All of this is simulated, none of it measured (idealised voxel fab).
The name of this process module is voxel transistor to metal.
The cross-section on display is named cut; it measures 300 nm wide, and its cells are 5 nm squares.
We lay out every cross-section as a grid of square cells and spell it out in bands from the top down, where one band means one or more rows of cells.
Band: top height; bottom height; in nm. Then, left to right: material with width in nm, for each material. "all across": a single material spanning edge to edge. "blank": empty space.
Where do heights start? At 0: under that level the wafer as delivered is made of one material only. And the lowest band has no floor; it just carries on downward, as in "0 nm and below".
Note: "30..40" means the width goes from the first number (top row of the band) to the second number (bottom row) in equal steps per row of cells.
Take "nothing changed" at face value: in the step it is given for, the cross-section changed in none of its cells.
"Unvented internal voids" means: voids of 8 cells or more that are shut off from the top with no open way through. Written width x height at distance, distance from the left edge, in nm.
Whatever follows a step's settings on its line is a remark the simulator itself makes about that step.
The line of a step may include "overlay nm". On a step with a mask, this value is how far to the right of its planned place the mask lay. A negative value means the mask lay to the left.

Set out below are the planned steps of the process:
1 RECEIVE: material Si
2 CONFORMAL_DEP: material SiO2, thk nm 5
3 CONFORMAL_DEP: material SiN, thk nm 15
4 PATTERN: tone cover, mask id ACTIVE, material resist, width nm 100, pitch nm 125, thk nm 15, overlay nm 0
5 DIRECTIONAL_ETCH: etch materials SiN, depth nm 15
6 DIRECTIONAL_ETCH: etch materials SiO2, depth nm 5
7 DIRECTIONAL_ETCH: etch materials Si, depth nm 20
8 STRIP: etch materials resist
9 FILL_DEP: material SiO2, thk nm 10
10 CMP: height nm 20
11 SELECTIVE_ETCH: etch materials SiO2, depth nm 15
12 STRIP: etch materials SiN
13 SELECTIVE_ETCH: etch materials SiO2, depth nm 5
14 OXIDIZE: depth nm 5
15 DIRECTIONAL_DEP: material polySi, thk nm 30
16 DIRECTIONAL_DEP: material SiCN, thk nm 10
17 PATTERN: tone cover, mask id GATE, material resist, width nm 20, pitch nm 125, thk nm 20, overlay nm 0
18 DIRECTIONAL_ETCH: etch materials SiCN, depth nm 20
19 DIRECTIONAL_ETCH: etch materials polySi, depth nm 40
20 STRIP: etch materials resist
21 CONFORMAL_DEP: material SiO2, thk nm 5
22 DIRECTIONAL_ETCH: etch materials SiO2, depth nm 5
23 CONFORMAL_DEP: material SiN, thk nm 5
24 DIRECTIONAL_ETCH: etch materials SiN, depth nm 5
25 DIRECTIONAL_ETCH: etch materials SiO2, depth nm 5
26 DIRECTIONAL_ETCH: etch materials Si, depth nm 10
27 EPI: material pSi, thk nm 15
28 FILL_DEP: material SiO2, thk nm 10
29 CMP: height nm 40
30 DIRECTIONAL_DEP: material SiO2, thk nm 10
31 PATTERN: tone open, mask id CONTACT, material resist, width nm 30, thk nm 20, overlay nm 0
32 DIRECTIONAL_ETCH: etch materials SiO2, depth nm 50
33 STRIP: etch materials resist
34 CONFORMAL_DEP: material TiN, thk nm 5
35 FILL_DEP: material Ru, thk nm 5
36 CMP: height nm 50
37 DIRECTIONAL_DEP: material TiN, thk nm 5
38 DIRECTIONAL_DEP: material W, thk nm 25
39 DIRECTIONAL_DEP: material aC, thk nm 10
40 PATTERN: tone cover, mask id METAL_1, material resist, width nm 15, thk nm 30, overlay nm 0
41 DIRECTIONAL_ETCH: etch materials aC, depth nm 10
42 STRIP: etch materials resist
43 DIRECTIONAL_ETCH: etch materials W, depth nm 25
44 DIRECTIONAL_ETCH: etch materials TiN, depth nm 5
45 STRIP: etch materials aC
46 CONFORMAL_DEP: material SiCN, thk nm 5
47 FILL_DEP: material SiO2, thk nm 10
48 CMP: height nm 80
49 CONFORMAL_DEP: material SiCN, thk nm 5

First of two wafers - as planned:

Here's what the wafer looked like in cross-section when it arrived - that's after step 1:
	0 nm and below: Si all across
	Unvented internal voids: none

You're looking at a cross-section of the wafer after step 2:
	5 nm to 0 nm: SiO2 all across
	Under the height 0 nothing was changed.

You're looking at a cross-section of the wafer after step 3:
	20 nm to 5 nm: SiN all across
	Under the height 5 nothing was changed.

You're looking at a cross-section of the wafer after step 4:
	35 nm to 20 nm: blank=35, resist=100, blank=25, resist=100, blank=40
	Under the height 20 nothing was changed.

You're looking at a cross-section of the wafer after step 5:
	35 nm to 20 nm: blank=35, resist=100, blank=25, resist=100, blank=40
	20 nm to 5 nm: blank=35, SiN=100, blank=25, SiN=100, blank=40
	Under the height 5 nothing was changed.

You're looking at a cross-section of the wafer after step 6:
	35 nm to 20 nm: blank=35, resist=100, blank=25, resist=100, blank=40
	20 nm to 5 nm: blank=35, SiN=100, blank=25, SiN=100, blank=40
	5 nm to 0 nm: blank=35, SiO2=100, blank=25, SiO2=100, blank=40
	Under the height 0 nothing was changed.

You're looking at a cross-section of the wafer after step 7:
	35 nm to 20 nm: blank=35, resist=100, blank=25, resist=100, blank=40
	20 nm to 5 nm: blank=35, SiN=100, blank=25, SiN=100, blank=40
	5 nm to 0 nm: blank=35, SiO2=100, blank=25, SiO2=100, blank=40
	0 nm to -20 nm: blank=35, Si=100, blank=25, Si=100, blank=40
	Under the height -20 nothing was changed.

You're looking at a cross-section of the wafer after step 8:
	20 nm to 5 nm: blank=35, SiN=100, blank=25, SiN=100, blank=40
	Under the height 5 nothing was changed.

You're looking at a cross-section of the wafer after step 9:
	30 nm to 20 nm: SiO2 all across
	20 nm to 5 nm: SiO2=35, SiN=100, SiO2=25, SiN=100, SiO2=40
	5 nm to 0 nm: SiO2 all across
	0 nm to -20 nm: SiO2=35, Si=100, SiO2=25, Si=100, SiO2=40
	Under the height -20 nothing was changed.

You're looking at a cross-section of the wafer after step 10:
	20 nm to 5 nm: SiO2=35, SiN=100, SiO2=25, SiN=100, SiO2=40
	Under the height 5 nothing was changed.

You're looking at a cross-section of the wafer after step 11:
	20 nm to 5 nm: blank=35, SiN=100, blank=25, SiN=100, blank=40
	Under the height 5 nothing was changed.

You're looking at a cross-section of the wafer after step 12:
	5 nm to 0 nm: SiO2 all across
	Under the height 0 nothing was changed.

You're looking at a cross-section of the wafer after step 13:
	0 nm to -20 nm: SiO2=35, Si=100, SiO2=25, Si=100, SiO2=40
	Under the height -20 nothing was changed.

You're looking at a cross-section of the wafer after step 14:
	0 nm to -5 nm: SiO2 all across
	Under the height -5 nothing was changed.

You're looking at a cross-section of the wafer after step 15:
	30 nm to 0 nm: polySi all across
	Under the height 0 nothing was changed.

You're looking at a cross-section of the wafer after step 16:
	40 nm to 30 nm: SiCN all across
	Under the height 30 nothing was changed.

You're looking at a cross-section of the wafer after step 17:
	60 nm to 40 nm: blank=75, resist=20, blank=105, resist=20, blank=80
	Under the height 40 nothing was changed.

You're looking at a cross-section of the wafer after step 18:
	60 nm to 40 nm: blank=75, resist=20, blank=105, resist=20, blank=80
	40 nm to 30 nm: blank=75, SiCN=20, blank=105, SiCN=20, blank=80
	Under the height 30 nothing was changed.

You're looking at a cross-section of the wafer after step 19:
	60 nm to 40 nm: blank=75, resist=20, blank=105, resist=20, blank=80
	40 nm to 30 nm: blank=75, SiCN=20, blank=105, SiCN=20, blank=80
	30 nm to 0 nm: blank=75, polySi=20, blank=105, polySi=20, blank=80
	Under the height 0 nothing was changed.

You're looking at a cross-section of the wafer after step 20:
	40 nm to 30 nm: blank=75, SiCN=20, blank=105, SiCN=20, blank=80
	Under the height 30 nothing was changed.

You're looking at a cross-section of the wafer after step 21:
	45 nm to 40 nm: blank=70, SiO2=30, blank=95, SiO2=30, blank=75
	40 nm to 30 nm: blank=70, SiO2=5, SiCN=20, SiO2=5, blank=95, SiO2=5, SiCN=20, SiO2=5, blank=75
	30 nm to 5 nm: blank=70, SiO2=5, polySi=20, SiO2=5, blank=95, SiO2=5, polySi=20, SiO2=5, blank=75
	5 nm to 0 nm: SiO2=75, polySi=20, SiO2=105, polySi=20, SiO2=80
	Under the height 0 nothing was changed.

You're looking at a cross-section of the wafer after step 22:
	40 nm to 30 nm: blank=70, SiO2=5, SiCN=20, SiO2=5, blank=95, SiO2=5, SiCN=20, SiO2=5, blank=75
	30 nm to 0 nm: blank=70, SiO2=5, polySi=20, SiO2=5, blank=95, SiO2=5, polySi=20, SiO2=5, blank=75
	Under the height 0 nothing was changed.

You're looking at a cross-section of the wafer after step 23:
	45 nm to 40 nm: blank=65, SiN=40, blank=85, SiN=40, blank=70
	40 nm to 30 nm: blank=65, SiN=5, SiO2=5, SiCN=20, SiO2=5, SiN=5, blank=85, SiN=5, SiO2=5, SiCN=20, SiO2=5, SiN=5, blank=70
	30 nm to 5 nm: blank=65, SiN=5, SiO2=5, polySi=20, SiO2=5, SiN=5, blank=85, SiN=5, SiO2=5, polySi=20, SiO2=5, SiN=5, blank=70
	5 nm to 0 nm: SiN=70, SiO2=5, polySi=20, SiO2=5, SiN=95, SiO2=5, polySi=20, SiO2=5, SiN=75
	Under the height 0 nothing was changed.

You're looking at a cross-section of the wafer after step 24:
	40 nm to 30 nm: blank=65, SiN=5, SiO2=5, SiCN=20, SiO2=5, SiN=5, blank=85, SiN=5, SiO2=5, SiCN=20, SiO2=5, SiN=5, blank=70
	30 nm to 0 nm: blank=65, SiN=5, SiO2=5, polySi=20, SiO2=5, SiN=5, blank=85, SiN=5, SiO2=5, polySi=20, SiO2=5, SiN=5, blank=70
	Under the height 0 nothing was changed.

You're looking at a cross-section of the wafer after step 25:
	40 nm to 35 nm: blank=65, SiN=5, blank=5, SiCN=20, blank=5, SiN=5, blank=85, SiN=5, blank=5, SiCN=20, blank=5, SiN=5, blank=70
	35 nm to 30 nm: blank=65, SiN=5, SiO2=5, SiCN=20, SiO2=5, SiN=5, blank=85, SiN=5, SiO2=5, SiCN=20, SiO2=5, SiN=5, blank=70
	30 nm to 0 nm: blank=65, SiN=5, SiO2=5, polySi=20, SiO2=5, SiN=5, blank=85, SiN=5, SiO2=5, polySi=20, SiO2=5, SiN=5, blank=70
	0 nm to -5 nm: blank=65, SiO2=40, blank=85, SiO2=40, blank=70
	Under the height -5 nothing was changed.

You're looking at a cross-section of the wafer after step 26:
	40 nm to 35 nm: blank=65, SiN=5, blank=5, SiCN=20, blank=5, SiN=5, blank=85, SiN=5, blank=5, SiCN=20, blank=5, SiN=5, blank=70
	35 nm to 30 nm: blank=65, SiN=5, SiO2=5, SiCN=20, SiO2=5, SiN=5, blank=85, SiN=5, SiO2=5, SiCN=20, SiO2=5, SiN=5, blank=70
	30 nm to 0 nm: blank=65, SiN=5, SiO2=5, polySi=20, SiO2=5, SiN=5, blank=85, SiN=5, SiO2=5, polySi=20, SiO2=5, SiN=5, blank=70
	0 nm to -5 nm: blank=65, SiO2=40, blank=85, SiO2=40, blank=70
	-5 nm to -15 nm: SiO2=35, blank=30, Si=40, blank=30, SiO2=25, blank=30, Si=40, blank=30, SiO2=40
	Under the height -15 nothing was changed.

You're looking at a cross-section of the wafer after step 27:
	40 nm to 35 nm: blank=65, SiN=5, blank=5, SiCN=20, blank=5, SiN=5, blank=85, SiN=5, blank=5, SiCN=20, blank=5, SiN=5, blank=70
	35 nm to 30 nm: blank=65, SiN=5, SiO2=5, SiCN=20, SiO2=5, SiN=5, blank=85, SiN=5, SiO2=5, SiCN=20, SiO2=5, SiN=5, blank=70
	30 nm to 10 nm: blank=65, SiN=5, SiO2=5, polySi=20, SiO2=5, SiN=5, blank=85, SiN=5, SiO2=5, polySi=20, SiO2=5, SiN=5, blank=70
	10 nm to 0 nm: blank=50, pSi=15, SiN=5, SiO2=5, polySi=20, SiO2=5, SiN=5, pSi=15, blank=55, pSi=15, SiN=5, SiO2=5, polySi=20, SiO2=5, SiN=5, pSi=15, blank=55
	0 nm to -5 nm: blank=30, pSi=35, SiO2=40, pSi=35, blank=15, pSi=35, SiO2=40, pSi=35, blank=35
	-5 nm to -15 nm: SiO2=35, pSi=30, Si=40, pSi=30, SiO2=25, pSi=30, Si=40, pSi=30, SiO2=40
	Under the height -15 nothing was changed.

You're looking at a cross-section of the wafer after step 28:
	50 nm to 40 nm: SiO2 all across
	40 nm to 30 nm: SiO2=65, SiN=5, SiO2=5, SiCN=20, SiO2=5, SiN=5, SiO2=85, SiN=5, SiO2=5, SiCN=20, SiO2=5, SiN=5, SiO2=70
	30 nm to 10 nm: SiO2=65, SiN=5, SiO2=5, polySi=20, SiO2=5, SiN=5, SiO2=85, SiN=5, SiO2=5, polySi=20, SiO2=5, SiN=5, SiO2=70
	10 nm to 0 nm: SiO2=50, pSi=15, SiN=5, SiO2=5, polySi=20, SiO2=5, SiN=5, pSi=15, SiO2=55, pSi=15, SiN=5, SiO2=5, polySi=20, SiO2=5, SiN=5, pSi=15, SiO2=55
	0 nm to -5 nm: SiO2=30, pSi=35, SiO2=40, pSi=35, SiO2=15, pSi=35, SiO2=40, pSi=35, SiO2=35
	Under the height -5 nothing was changed.

You're looking at a cross-section of the wafer after step 29:
	40 nm to 30 nm: SiO2=65, SiN=5, SiO2=5, SiCN=20, SiO2=5, SiN=5, SiO2=85, SiN=5, SiO2=5, SiCN=20, SiO2=5, SiN=5, SiO2=70
	Under the height 30 nothing was changed.

You're looking at a cross-section of the wafer after step 30:
	50 nm to 40 nm: SiO2 all across
	Under the height 40 nothing was changed.

You're looking at a cross-section of the wafer after step 31:
	70 nm to 50 nm: resist=40, blank=30, resist=30, blank=30, resist=35, blank=30, resist=30, blank=30, resist=45
	Under the height 50 nothing was changed.

You're looking at a cross-section of the wafer after step 32:
	70 nm to 50 nm: resist=40, blank=30, resist=30, blank=30, resist=35, blank=30, resist=30, blank=30, resist=45
	50 nm to 40 nm: SiO2=40, blank=30, SiO2=30, blank=30, SiO2=35, blank=30, SiO2=30, blank=30, SiO2=45
	40 nm to 30 nm: SiO2=40, blank=25, SiN=5, SiO2=5, SiCN=20, SiO2=5, SiN=5, blank=25, SiO2=35, blank=25, SiN=5, SiO2=5, SiCN=20, SiO2=5, SiN=5, blank=25, SiO2=45
	30 nm to 10 nm: SiO2=40, blank=25, SiN=5, SiO2=5, polySi=20, SiO2=5, SiN=5, blank=25, SiO2=35, blank=25, SiN=5, SiO2=5, polySi=20, SiO2=5, SiN=5, blank=25, SiO2=45
	10 nm to 0 nm: SiO2=40, blank=10, pSi=15, SiN=5, SiO2=5, polySi=20, SiO2=5, SiN=5, pSi=15, blank=10, SiO2=35, blank=10, pSi=15, SiN=5, SiO2=5, polySi=20, SiO2=5, SiN=5, pSi=15, blank=10, SiO2=45
	Under the height 0 nothing was changed.

You're looking at a cross-section of the wafer after step 33:
	50 nm to 40 nm: SiO2=40, blank=30, SiO2=30, blank=30, SiO2=35, blank=30, SiO2=30, blank=30, SiO2=45
	Under the height 40 nothing was changed.

You're looking at a cross-section of the wafer after step 34:
	55 nm to 50 nm: TiN=45, blank=20, TiN=40, blank=20, TiN=45, blank=20, TiN=40, blank=20, TiN=50
	50 nm to 40 nm: SiO2=40, TiN=5, blank=20..15, TiN=5..10, SiO2=30, TiN=5..10, blank=20..15, TiN=5, SiO2=35, TiN=5, blank=20..15, TiN=5..10, SiO2=30, TiN=5..10, blank=20..15, TiN=5, SiO2=45
	40 nm to 30 nm: SiO2=40, TiN=5, blank=15, TiN=5, SiN=5, SiO2=5, SiCN=20, SiO2=5, SiN=5, TiN=5, blank=15, TiN=5, SiO2=35, TiN=5, blank=15, TiN=5, SiN=5, SiO2=5, SiCN=20, SiO2=5, SiN=5, TiN=5, blank=15, TiN=5, SiO2=45
	30 nm to 15 nm: SiO2=40, TiN=5, blank=15, TiN=5, SiN=5, SiO2=5, polySi=20, SiO2=5, SiN=5, TiN=5, blank=15, TiN=5, SiO2=35, TiN=5, blank=15, TiN=5, SiN=5, SiO2=5, polySi=20, SiO2=5, SiN=5, TiN=5, blank=15, TiN=5, SiO2=45
	15 nm to 10 nm: SiO2=40, TiN=25, SiN=5, SiO2=5, polySi=20, SiO2=5, SiN=5, TiN=25, SiO2=35, TiN=25, SiN=5, SiO2=5, polySi=20, SiO2=5, SiN=5, TiN=25, SiO2=45
	10 nm to 0 nm: SiO2=40, TiN=10, pSi=15, SiN=5, SiO2=5, polySi=20, SiO2=5, SiN=5, pSi=15, TiN=10, SiO2=35, TiN=10, pSi=15, SiN=5, SiO2=5, polySi=20, SiO2=5, SiN=5, pSi=15, TiN=10, SiO2=45
	Under the height 0 nothing was changed.

You're looking at a cross-section of the wafer after step 35:
	60 nm to 55 nm: Ru all across
	55 nm to 50 nm: TiN=45, Ru=20, TiN=40, Ru=20, TiN=45, Ru=20, TiN=40, Ru=20, TiN=50
	50 nm to 40 nm: SiO2=40, TiN=5, Ru=20..15, TiN=5..10, SiO2=30, TiN=5..10, Ru=20..15, TiN=5, SiO2=35, TiN=5, Ru=20..15, TiN=5..10, SiO2=30, TiN=5..10, Ru=20..15, TiN=5, SiO2=45
	40 nm to 30 nm: SiO2=40, TiN=5, Ru=15, TiN=5, SiN=5, SiO2=5, SiCN=20, SiO2=5, SiN=5, TiN=5, Ru=15, TiN=5, SiO2=35, TiN=5, Ru=15, TiN=5, SiN=5, SiO2=5, SiCN=20, SiO2=5, SiN=5, TiN=5, Ru=15, TiN=5, SiO2=45
	30 nm to 15 nm: SiO2=40, TiN=5, Ru=15, TiN=5, SiN=5, SiO2=5, polySi=20, SiO2=5, SiN=5, TiN=5, Ru=15, TiN=5, SiO2=35, TiN=5, Ru=15, TiN=5, SiN=5, SiO2=5, polySi=20, SiO2=5, SiN=5, TiN=5, Ru=15, TiN=5, SiO2=45
	Under the height 15 nothing was changed.

You're looking at a cross-section of the wafer after step 36:
	50 nm to 40 nm: SiO2=40, TiN=5, Ru=20..15, TiN=5..10, SiO2=30, TiN=5..10, Ru=20..15, TiN=5, SiO2=35, TiN=5, Ru=20..15, TiN=5..10, SiO2=30, TiN=5..10, Ru=20..15, TiN=5, SiO2=45
	Under the height 40 nothing was changed.

You're looking at a cross-section of the wafer after step 37:
	55 nm to 50 nm: TiN all across
	Under the height 50 nothing was changed.

You're looking at a cross-section of the wafer after step 38:
	80 nm to 55 nm: W all across
	Under the height 55 nothing was changed.

You're looking at a cross-section of the wafer after step 39:
	90 nm to 80 nm: aC all across
	Under the height 80 nothing was changed.

You're looking at a cross-section of the wafer after step 40:
	120 nm to 90 nm: blank=40, resist=15, blank=60, resist=15, blank=35, resist=15, blank=60, resist=15, blank=45
	Under the height 90 nothing was changed.

You're looking at a cross-section of the wafer after step 41:
	110 nm to 90 nm: blank=40, resist=15, blank=60, resist=15, blank=35, resist=15, blank=60, resist=15, blank=45
	90 nm to 80 nm: blank=40, aC=15, blank=60, aC=15, blank=35, aC=15, blank=60, aC=15, blank=45
	Under the height 80 nothing was changed.

You're looking at a cross-section of the wafer after step 42:
	90 nm to 80 nm: blank=40, aC=15, blank=60, aC=15, blank=35, aC=15, blank=60, aC=15, blank=45
	Under the height 80 nothing was changed.

You're looking at a cross-section of the wafer after step 43:
	90 nm to 80 nm: blank=40, aC=15, blank=60, aC=15, blank=35, aC=15, blank=60, aC=15, blank=45
	80 nm to 55 nm: blank=40, W=15, blank=60, W=15, blank=35, W=15, blank=60, W=15, blank=45
	Under the height 55 nothing was changed.

You're looking at a cross-section of the wafer after step 44:
	90 nm to 80 nm: blank=40, aC=15, blank=60, aC=15, blank=35, aC=15, blank=60, aC=15, blank=45
	80 nm to 55 nm: blank=40, W=15, blank=60, W=15, blank=35, W=15, blank=60, W=15, blank=45
	55 nm to 50 nm: blank=40, TiN=15, blank=60, TiN=15, blank=35, TiN=15, blank=60, TiN=15, blank=45
	Under the height 50 nothing was changed.

You're looking at a cross-section of the wafer after step 45:
	80 nm to 55 nm: blank=40, W=15, blank=60, W=15, blank=35, W=15, blank=60, W=15, blank=45
	Under the height 55 nothing was changed.

You're looking at a cross-section of the wafer after step 46:
	85 nm to 80 nm: blank=35, SiCN=25, blank=50, SiCN=25, blank=25, SiCN=25, blank=50, SiCN=25, blank=40
	80 nm to 55 nm: blank=35, SiCN=5, W=15, SiCN=5, blank=50, SiCN=5, W=15, SiCN=5, blank=25, SiCN=5, W=15, SiCN=5, blank=50, SiCN=5, W=15, SiCN=5, blank=40
	55 nm to 50 nm: SiCN=40, TiN=15, SiCN=60, TiN=15, SiCN=35, TiN=15, SiCN=60, TiN=15, SiCN=45
	Under the height 50 nothing was changed.

You're looking at a cross-section of the wafer after step 47:
	95 nm to 85 nm: SiO2 all across
	85 nm to 80 nm: SiO2=35, SiCN=25, SiO2=50, SiCN=25, SiO2=25, SiCN=25, SiO2=50, SiCN=25, SiO2=40
	80 nm to 55 nm: SiO2=35, SiCN=5, W=15, SiCN=5, SiO2=50, SiCN=5, W=15, SiCN=5, SiO2=25, SiCN=5, W=15, SiCN=5, SiO2=50, SiCN=5, W=15, SiCN=5, SiO2=40
	Under the height 55 nothing was changed.

You're looking at a cross-section of the wafer after step 48:
	80 nm to 55 nm: SiO2=35, SiCN=5, W=15, SiCN=5, SiO2=50, SiCN=5, W=15, SiCN=5, SiO2=25, SiCN=5, W=15, SiCN=5, SiO2=50, SiCN=5, W=15, SiCN=5, SiO2=40
	Under the height 55 nothing was changed.

You're looking at a cross-section of the wafer after step 49:
	85 nm to 80 nm: SiCN all across
	Under the height 80 nothing was changed.

Second wafer, same starting state and plan as the first, one mistake in the run, identical through step 39:

Second wafer, cross-section, planned end of step 40:
	120 nm to 90 nm: resist=40, blank=15, resist=60, blank=15, resist=35, blank=15, resist=60, blank=15, resist=45
	Under the height 90 nothing was changed.

Second wafer, cross-section, planned end of step 41:
	110 nm to 90 nm: resist=40, blank=15, resist=60, blank=15, resist=35, blank=15, resist=60, blank=15, resist=45
	90 nm to 80 nm: aC=40, blank=15, aC=60, blank=15, aC=35, blank=15, aC=60, blank=15, aC=45
	Under the height 80 nothing was changed.

Second wafer, cross-section, planned end of step 42:
	90 nm to 80 nm: aC=40, blank=15, aC=60, blank=15, aC=35, blank=15, aC=60, blank=15, aC=45
	Under the height 80 nothing was changed.

Second wafer, cross-section, planned end of step 43:
	90 nm to 80 nm: aC=40, blank=15, aC=60, blank=15, aC=35, blank=15, aC=60, blank=15, aC=45
	80 nm to 55 nm: W=40, blank=15, W=60, blank=15, W=35, blank=15, W=60, blank=15, W=45
	Under the height 55 nothing was changed.

Second wafer, cross-section, planned end of step 44:
	90 nm to 80 nm: aC=40, blank=15, aC=60, blank=15, aC=35, blank=15, aC=60, blank=15, aC=45
	80 nm to 55 nm: W=40, blank=15, W=60, blank=15, W=35, blank=15, W=60, blank=15, W=45
	55 nm to 50 nm: TiN=40, blank=15, TiN=60, blank=15, TiN=35, blank=15, TiN=60, blank=15, TiN=45
	Under the height 50 nothing was changed.

Second wafer, cross-section, planned end of step 45:
	80 nm to 55 nm: W=40, blank=15, W=60, blank=15, W=35, blank=15, W=60, blank=15, W=45
	Under the height 55 nothing was changed.

Second wafer, cross-section, planned end of step 46:
	85 nm to 80 nm: SiCN=45, blank=5, SiCN=70, blank=5, SiCN=45, blank=5, SiCN=70, blank=5, SiCN=50
	80 nm to 55 nm: W=40, SiCN=5, blank=5, SiCN=5, W=60, SiCN=5, blank=5, SiCN=5, W=35, SiCN=5, blank=5, SiCN=5, W=60, SiCN=5, blank=5, SiCN=5, W=45
	55 nm to 50 nm: TiN=40, SiCN=15, TiN=60, SiCN=15, TiN=35, SiCN=15, TiN=60, SiCN=15, TiN=45
	Under the height 50 nothing was changed.

Second wafer, cross-section, planned end of step 47:
	95 nm to 85 nm: SiO2 all across
	85 nm to 80 nm: SiCN=45, SiO2=5, SiCN=70, SiO2=5, SiCN=45, SiO2=5, SiCN=70, SiO2=5, SiCN=50
	80 nm to 55 nm: W=40, SiCN=5, SiO2=5, SiCN=5, W=60, SiCN=5, SiO2=5, SiCN=5, W=35, SiCN=5, SiO2=5, SiCN=5, W=60, SiCN=5, SiO2=5, SiCN=5, W=45
	Under the height 55 nothing was changed.

Second wafer, cross-section, planned end of step 48:
	80 nm to 55 nm: W=40, SiCN=5, SiO2=5, SiCN=5, W=60, SiCN=5, SiO2=5, SiCN=5, W=35, SiCN=5, SiO2=5, SiCN=5, W=60, SiCN=5, SiO2=5, SiCN=5, W=45
	Under the height 55 nothing was changed.

Second wafer, cross-section, planned end of step 49:
	85 nm to 80 nm: SiCN all across
	Under the height 80 nothing was changed.
Nonconformance to the process plan: step 40 was not run as planned; what actually ran was PATTERN: tone open, mask id METAL_1, material resist, width nm 15, thk nm 30, overlay nm 0
FYI, end of process, the second wafer has more or fewer cells of some materials than the first: SiCN -36 | SiO2 -180 | TiN +36 | W +180
